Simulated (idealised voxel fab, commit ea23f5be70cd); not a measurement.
The process module that follows is named voxel capacitor over wiring.
Each square cell in cross-section cut measures 5 nm, and the section as a whole is 235 nm wide.
Cross-section format: a grid of square cells, given as bands from top to bottom; each band is one or more rows of cells. Per band: top height and bottom height in nm, followed by the left-to-right materials and their widths in nm; "full width" marks a single material spanning edge to edge, "air" marks empty space. Below 0: as-received wafer, all one material; heights counted from there. Lowest band: no bottom, goes on down, written "0 -> down". When a width is written as two numbers, as in "30..40", the first number is the width in the top row of cells of the band and the second is the width in its bottom row, and the width changes by the same amount from each row to the next. It should be understood that the words "same as before", when stated for a given step, signify that the cross-section underwent no change in any of its cells during that step. "Closed-off voids" specifies each empty space that is not open to the top and that occupies no fewer than 8 cells, using the form width x height at distance, the distance measured from the left edge and all three quantities in nm. It should be noted that, on the line of a given step, the content following the step's settings is a remark produced by the simulator itself with respect to that step. The setting "overlay nm" may be written on the line of a step. When the step uses a mask, the value reports how far to the right of the planned place the mask lay, and a negative value reports that it lay to the left.
-- Steps planned for the process
| 1 | RECEIVE (material Si) |
| 2 | CONFORMAL_DEP (material SiO2; thk nm 10) |
| 3 | DIRECTIONAL_DEP (material TiN; thk nm 5) |
| 4 | DIRECTIONAL_DEP (material Ru; thk nm 20) |
| 5 | MASKED_ETCH (tone cover; mask id METAL_1; width nm 25; pitch nm 75; etch materials Ru; depth nm 20; overlay nm 0) |
| 6 | MASKED_ETCH (tone cover; mask id METAL_1; width nm 25; pitch nm 75; etch materials TiN; depth nm 5; overlay nm 0) |
| 7 | FILL_DEP (material lowk; thk nm 5) |
| 8 | CMP (height nm 35) |
| 9 | CONFORMAL_DEP (material SiCN; thk nm 5) |
| 10 | DIRECTIONAL_DEP (material SiO2; thk nm 10) |
| 11 | PATTERN (tone open; mask id PLUG_1; material resist; width nm 15; thk nm 20; overlay nm 0) |
| 12 | DIRECTIONAL_ETCH (etch materials SiO2; depth nm 10) |
| 13 | DIRECTIONAL_ETCH (etch materials SiCN; depth nm 5) |
| 14 | STRIP (etch materials resist) |
| 15 | CONFORMAL_DEP (material TiN; thk nm 5) |
| 16 | FILL_DEP (material Ru; thk nm 5) |
| 17 | CMP (height nm 50) |
| 18 | DIRECTIONAL_DEP (material TiN; thk nm 10) |
| 19 | DIRECTIONAL_DEP (material SiN; thk nm 5) |
| 20 | DIRECTIONAL_DEP (material TiN; thk nm 10) |
| 21 | MASKED_ETCH (tone cover; mask id UPPER_PLATE; width nm 55; etch materials TiN; depth nm 10; overlay nm 0) |
| 22 | MASKED_ETCH (tone cover; mask id UPPER_PLATE; width nm 45; etch materials SiN; depth nm 5; overlay nm 0) |
| 23 | PATTERN (tone cover; mask id LOWER_PLATE; material resist; width nm 65; thk nm 20; overlay nm 0) |
| 24 | DIRECTIONAL_ETCH (etch materials TiN; depth nm 10) |
| 25 | STRIP (etch materials resist) |
| 26 | FILL_DEP (material SiO2; thk nm 15) |
| 27 | CMP (height nm 85) |
| 28 | PATTERN (tone open; mask id PLUG_2; material resist; width nm 15; thk nm 15; overlay nm 0) |
| 29 | DIRECTIONAL_ETCH (etch materials SiO2; depth nm 10) |
| 30 | STRIP (etch materials resist) |
| 31 | CONFORMAL_DEP (material TiN; thk nm 5) |
| 32 | FILL_DEP (material Ru; thk nm 5) |
| 33 | CMP (height nm 85) |
| 34 | CONFORMAL_DEP (material SiN; thk nm 5) |
Where the wafers of this document differ is in the width nm of step 22; they start out the same, and the plan states the value that applied to the first wafer.
-- The first of several wafers in cross-section, exactly as it reached us after step 1
- 0 -> down: Si full width
- Closed-off voids: none
-- The figure below presents a cross-section of the first of several wafers at the conclusion of the module, following its last step, step 34
- 90 -> 85: SiN full width
- 85 -> 80: SiO2: 85; TiN: 5; Ru: 5; TiN: 5; SiO2: 135
- 80 -> 75: SiO2: 85; TiN: 15; SiO2: 135
- 75 -> 65: SiO2: 75; TiN: 55; SiO2: 105
- 65 -> 60: SiO2: 75; SiN: 55; SiO2: 105
- 60 -> 50: SiO2: 70; TiN: 65; SiO2: 100
- 50 -> 40: SiO2: 75; TiN: 5; Ru: 5; TiN: 5; SiO2: 145
- 40 -> 35: SiCN: 75; TiN: 15; SiCN: 145
- 35 -> 15: lowk: 65; Ru: 25; lowk: 50; Ru: 25; lowk: 70
- 15 -> 10: lowk: 65; TiN: 25; lowk: 50; TiN: 25; lowk: 70
- 10 -> 0: SiO2 full width
- 0 -> down: Si full width
- Closed-off voids: none
-- X-section, last wafer, module end
- 90 -> 85: SiN full width
- 85 -> 80: SiO2: 85; TiN: 5; Ru: 5; TiN: 5; SiO2: 135
- 80 -> 75: SiO2: 85; TiN: 15; SiO2: 135
- 75 -> 65: SiO2: 75; TiN: 55; SiO2: 105
- 65 -> 60: SiO2: 70; SiN: 70; SiO2: 95
- 60 -> 50: SiO2: 70; TiN: 70; SiO2: 95
- 50 -> 40: SiO2: 75; TiN: 5; Ru: 5; TiN: 5; SiO2: 145
- 40 -> 35: SiCN: 75; TiN: 15; SiCN: 145
- 35 -> 15: lowk: 65; Ru: 25; lowk: 50; Ru: 25; lowk: 70
- 15 -> 10: lowk: 65; TiN: 25; lowk: 50; TiN: 25; lowk: 70
- 10 -> 0: SiO2 full width
- 0 -> down: Si full width
- Closed-off voids: none
-- Below: a row per wafer. Contents at end of module: for every material, cells gained since receipt (+) or lost since receipt (-); then closed voids
width nm 45, +43 Ru, +44 SiCN, +58 SiN, +446 SiO2, +70 TiN, +185 lowk, Closed-off voids: none
width nm 50, +43 Ru, +44 SiCN, +58 SiN, +446 SiO2, +70 TiN, +185 lowk, Closed-off voids: none
width nm 55, +43 Ru, +44 SiCN, +58 SiN, +446 SiO2, +70 TiN, +185 lowk, Closed-off voids: none
width nm 60, +43 Ru, +44 SiCN, +59 SiN, +445 SiO2, +70 TiN, +185 lowk, Closed-off voids: none
width nm 65, +43 Ru, +44 SiCN, +60 SiN, +444 SiO2, +70 TiN, +185 lowk, Closed-off voids: none
width nm 70, +43 Ru, +44 SiCN, +61 SiN, +441 SiO2, +72 TiN, +185 lowk, Closed-off voids: none
